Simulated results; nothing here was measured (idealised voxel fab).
The process module presented herein is designated voxel self aligned vias.
This is section cut - it's 300 nm across, gridded in 5 nm square cells.
If you're reading a cross-section in this doc, picture square cells in a grid; it comes to you as bands, top ones listed first down to the bottom, and a band can be one or more rows of cells. Quick guide to a band line: top height, bottom height (nm) up front; then every material left to right with its width in nm. Only one material and it's marked "edge to edge"? Then it fills the band edge to edge. And "blank" just means empty space. Counting heights begins at 0, where everything beneath is, in the wafer as received, one material. The lowest band has no bottom; it goes on downwards, as "z 0 and below" shows. The two numbers in a width such as "30..40" mark its ends across the band: the first belongs to the top row of cells, the second to the bottom row, and from each row to the next the width moves by the same amount. Take "all unchanged" at face value: in the step it is given for, the cross-section changed in none of its cells. Closed empty spaces (no open way to the top) of 8 cells or more are what "Sealed internal voids" lists, each as width x height at distance from the left edge, nm for all three. Past the settings on a step's line: simulator remark, on that step. When a step includes a mask, the "overlay nm" setting on its line states how far to the right of its planned place that mask lay, and negative values state how far to the left.

**Planned step list for the process**
step 1: RECEIVE, material Si
step 2: CONFORMAL_DEP, material SiO2, thk nm 10
step 3: CONFORMAL_DEP, material SiCN, thk nm 5
step 4: DIRECTIONAL_DEP, material SiO2, thk nm 25
step 5: DIRECTIONAL_DEP, material aC, thk nm 15
step 6: PATTERN, tone open, mask id LINES, material resist, width nm 30, pitch nm 60, thk nm 30, overlay nm 0
step 7: DIRECTIONAL_ETCH, etch materials aC, depth nm 15
step 8: STRIP, etch materials resist
step 9: DIRECTIONAL_ETCH, etch materials SiO2, depth nm 25
step 10: STRIP, etch materials aC
step 11: CONFORMAL_DEP, material TiN, thk nm 5
step 12: FILL_DEP, material W, thk nm 5
step 13: CMP, height nm 40
step 14: SELECTIVE_ETCH, etch materials W Ru TiN, depth nm 10
step 15: FILL_DEP, material SiN, thk nm 10
step 16: CMP, height nm 40
step 17: DIRECTIONAL_DEP, material SiO2, thk nm 20
step 18: MASKED_ETCH, tone open, mask id VIAS, width nm 40, pitch nm 120, etch materials SiO2, depth nm 20, overlay nm 0
step 19: MASKED_ETCH, tone open, mask id VIAS, width nm 40, pitch nm 120, etch materials SiN, depth nm 10, overlay nm 0
step 20: CONFORMAL_DEP, material TiN, thk nm 5
step 21: FILL_DEP, material W, thk nm 5
step 22: CMP, height nm 60
step 23: CONFORMAL_DEP, material SiN, thk nm 5

**Cross-section, incoming material, after step 1**
* z 0 and below  Si edge to edge
* Sealed internal voids: none

**This is how the wafer looks in cross-section once the module is done, given the starting state and plan above and one mistake in carrying the plan out**
* z 65 to 60  SiN edge to edge
* z 60 to 40  SiO2 (70); TiN (5); W (30); TiN (5); SiO2 (80); TiN (5); W (30); TiN (5); SiO2 (70)
* z 40 to 35  SiO2 (70); TiN (5); W (30); TiN (5); SiO2 (25); SiN (30); SiO2 (25); TiN (5); W (30); TiN (5); SiO2 (70)
* z 35 to 30  SiO2 (70); TiN (40); SiO2 (25); SiN (30); SiO2 (25); TiN (40); SiO2 (70)
* z 30 to 20  SiO2 (70); TiN (10); W (20); TiN (10); SiO2 (25); TiN (5); W (20); TiN (5); SiO2 (25); TiN (10); W (20); TiN (10); SiO2 (70)
* z 20 to 15  SiO2 (75); TiN (30); SiO2 (30); TiN (30); SiO2 (30); TiN (30); SiO2 (75)
* z 15 to 10  SiCN edge to edge
* z 10 to 0  SiO2 edge to edge
* z 0 and below  Si edge to edge
* Sealed internal voids: none
So what did we get wrong on this run? heads up, step 18 of the plan got done twice
